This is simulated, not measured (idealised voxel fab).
process module | voxel transistor to metal
cross-section cut | 175 nm wide | cells 5 nm
A cross-section is a grid of square cells, given in bands from the top down. A band is one or more rows of cells.
Each band's line starts with the height of the band's top and of its bottom, in nm. Then come its materials from left to right, each with its width in nm. One material with "throughout" fills the band from edge to edge. "air" is empty space.
Height 0 is the level under which the wafer as received is all one material. The lowest band goes on downwards, as in "0 down".
A width such as "30 to 40" changes by the same amount from each row of cells to the next, from the band's top row to its bottom row.
"no change" after a step means that no cell of the cross-section changed.
closed voids: empty space of 8 cells or more with no open way to the top, each as width x height at its distance from the left edge, in nm
after a step's settings: what the simulator itself notes on the step
overlay nm, on a step with a mask: how far to the right of its planned place the mask lay; to the left if negative
plan
1 op RECEIVE | material Si
2 op CONFORMAL_DEP | material SiO2 | thk nm 5
3 op CONFORMAL_DEP | material SiN | thk nm 10
4 op DIRECTIONAL_DEP | material aC | thk nm 15
5 op PATTERN | tone cover | mask id ACTIVE | material resist | width nm 115 | thk nm 35 | overlay nm 0
6 op DIRECTIONAL_ETCH | etch materials aC | depth nm 15
7 op STRIP | etch materials resist
8 op DIRECTIONAL_ETCH | etch materials SiN | depth nm 10
9 op DIRECTIONAL_ETCH | etch materials SiO2 | depth nm 5
10 op DIRECTIONAL_ETCH | etch materials Si | depth nm 35
11 op STRIP | etch materials aC
12 op OXIDIZE | depth nm 5
13 op FILL_DEP | material SiO2 | thk nm 10
14 op CMP | height nm 15
15 op SELECTIVE_ETCH | etch materials SiO2 | depth nm 5
16 op STRIP | etch materials SiN
17 op SELECTIVE_ETCH | etch materials SiO2 | depth nm 5
18 op OXIDIZE | depth nm 5
19 op DIRECTIONAL_DEP | material polySi | thk nm 30
20 op DIRECTIONAL_DEP | material SiCN | thk nm 10
21 op DIRECTIONAL_DEP | material aC | thk nm 15
22 op PATTERN | tone cover | mask id GATE | material resist | width nm 25 | thk nm 30 | overlay nm 0
23 op DIRECTIONAL_ETCH | etch materials aC | depth nm 15
24 op STRIP | etch materials resist
25 op DIRECTIONAL_ETCH | etch materials SiCN | depth nm 20
26 op DIRECTIONAL_ETCH | etch materials polySi | depth nm 40
27 op STRIP | etch materials aC
28 op CONFORMAL_DEP | material SiN | thk nm 10
29 op DIRECTIONAL_ETCH | etch materials SiN | depth nm 10
30 op DIRECTIONAL_ETCH | etch materials SiO2 | depth nm 5
31 op DIRECTIONAL_ETCH | etch materials Si | depth nm 5
32 op EPI | material pSi | thk nm 5
33 op FILL_DEP | material SiO2 | thk nm 5
34 op CMP | height nm 30
35 op STRIP | etch materials polySi
36 op SELECTIVE_ETCH | etch materials SiO2 | depth nm 5
37 op CONFORMAL_DEP | material HfO2 | thk nm 5
38 op CONFORMAL_DEP | material TiN | thk nm 5
39 op FILL_DEP | material W | thk nm 10
40 op CMP | height nm 25
41 op DIRECTIONAL_DEP | material SiO2 | thk nm 15
42 op DIRECTIONAL_DEP | material aC | thk nm 15
43 op PATTERN | tone open | mask id CONTACT | material resist | width nm 15 | pitch nm 80 | thk nm 35 | overlay nm 0
44 op DIRECTIONAL_ETCH | etch materials aC | depth nm 15
45 op STRIP | etch materials resist
46 op DIRECTIONAL_ETCH | etch materials SiO2 | depth nm 45
47 op STRIP | etch materials aC
48 op CONFORMAL_DEP | material TiN | thk nm 5
49 op FILL_DEP | material Ru | thk nm 10
50 op CMP | height nm 40
51 op DIRECTIONAL_DEP | material TiN | thk nm 5
52 op DIRECTIONAL_DEP | material W | thk nm 15
53 op MASKED_ETCH | tone cover | mask id METAL_1 | width nm 15 | pitch nm 80 | etch materials W | depth nm 15 | overlay nm 0
54 op MASKED_ETCH | tone cover | mask id METAL_1 | width nm 15 | pitch nm 80 | etch materials TiN | depth nm 5 | overlay nm -15
55 op CONFORMAL_DEP | material SiN | thk nm 5
56 op FILL_DEP | material SiO2 | thk nm 10
57 op CMP | height nm 60
58 op CONFORMAL_DEP | material SiCN | thk nm 5
varied across the wafers: overlay nm of step 54. The plan shows the first wafer's value. All wafers start alike
first wafer as received, after step 1
  0 down: Si throughout
  closed voids: none
each wafer at the end: cells of each material gained (+) or lost (-) since it was received, then its closed voids
overlay nm -15 | +17 HfO2 | +16 Ru | -145 Si | +35 SiCN | +65 SiN | +370 SiO2 | +61 TiN | +22 W | +14 pSi | closed voids: none
overlay nm -10 | +17 HfO2 | +16 Ru | -145 Si | +35 SiCN | +65 SiN | +372 SiO2 | +59 TiN | +22 W | +14 pSi | closed voids: none
overlay nm -5 | +17 HfO2 | +16 Ru | -145 Si | +35 SiCN | +65 SiN | +374 SiO2 | +57 TiN | +22 W | +14 pSi | closed voids: none
overlay nm 0 | +17 HfO2 | +16 Ru | -145 Si | +35 SiCN | +65 SiN | +376 SiO2 | +55 TiN | +22 W | +14 pSi | closed voids: none
overlay nm 5 | +17 HfO2 | +16 Ru | -145 Si | +35 SiCN | +65 SiN | +374 SiO2 | +57 TiN | +22 W | +14 pSi | closed voids: none
overlay nm 10 | +17 HfO2 | +16 Ru | -145 Si | +35 SiCN | +65 SiN | +372 SiO2 | +59 TiN | +22 W | +14 pSi | closed voids: none
overlay nm 15 | +17 HfO2 | +16 Ru | -145 Si | +35 SiCN | +65 SiN | +370 SiO2 | +61 TiN | +22 W | +14 pSi | closed voids: none
